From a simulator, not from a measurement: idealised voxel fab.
The following is a process module called voxel trench capacitor.
cross-section cut | 210 nm wide | cells 5 nm
The cross-sections in this document take the form of a grid made of square cells. They are written out as bands, in order from top to bottom. Each band consists of one or more rows of cells.
Heights first: top, then bottom, in nm. Then materials, left to right, each with a width in nm. "edge to edge" on a single material: fills the band edge to edge. "air": empty space.
Ref level 0: as-received wafer is one material below here. Bottom band extends down with no lower bound ("0..down").
Note: "30 to 40" means the width goes from the first number (top row of the band) to the second number (bottom row) in equal steps per row of cells.
The cross-section has no changed cell in any step marked "no change".
Under "Cavities, sealed" you'll find the enclosed gaps, the ones with no way out to the top, that are 8 cells or bigger; each reads width x height at distance, with distance counted from the left edge, everything in nm.
Anything after a step's settings on that line? It's the simulator's own note about the step.
"overlay nm", when on a step's line for a step with a mask, measures how far to the right of its planned place the mask lay; a negative measure means to the left.
-- Here's what the planned process steps look like
1) op RECEIVE | material Si
2) op CONFORMAL_DEP | material SiN | thk nm 10
3) op DIRECTIONAL_DEP | material aC | thk nm 10
4) op PATTERN | tone open | mask id TRENCH | material resist | width nm 25 | pitch nm 50 | thk nm 25 | overlay nm 0
5) op DIRECTIONAL_ETCH | etch materials aC | depth nm 10
6) op STRIP | etch materials resist
7) op DIRECTIONAL_ETCH | etch materials SiN | depth nm 10
8) op DIRECTIONAL_ETCH | etch materials Si | depth nm 30
9) op STRIP | etch materials aC
10) op CONFORMAL_DEP | material SiO2 | thk nm 5
11) op FILL_DEP | material polySi | thk nm 5
12) op CMP | height nm 10
-- The cross-section here shows the wafer as received, i.e. in its state after step 1
0..down | Si edge to edge
Cavities, sealed: none
-- Wafer at module end, in section. Began as above, planned as above, run with one mistake
10..0 | 10 of polySi, 5 of SiO2, 25 of SiN, 5 of SiO2, 15 of polySi, 5 of SiO2, 25 of SiN, 5 of SiO2, 15 of polySi, 5 of SiO2, 25 of SiN, 5 of SiO2, 15 of polySi, 5 of SiO2, 25 of SiN, 5 of SiO2, 15 of polySi
0..-25 | 10 of polySi, 5 of SiO2, 25 of Si, 5 of SiO2, 15 of polySi, 5 of SiO2, 25 of Si, 5 of SiO2, 15 of polySi, 5 of SiO2, 25 of Si, 5 of SiO2, 15 of polySi, 5 of SiO2, 25 of Si, 5 of SiO2, 15 of polySi
-25..-30 | 15 of SiO2, 25 of Si, 25 of SiO2, 25 of Si, 25 of SiO2, 25 of Si, 25 of SiO2, 25 of Si, 20 of SiO2
-30..down | Si edge to edge
Cavities, sealed: none
Want to know what went wrong? off-plan run, step 4, actual operation and settings op PATTERN | tone cover | mask id TRENCH | material resist | width nm 25 | pitch nm 50 | thk nm 25 | overlay nm 0
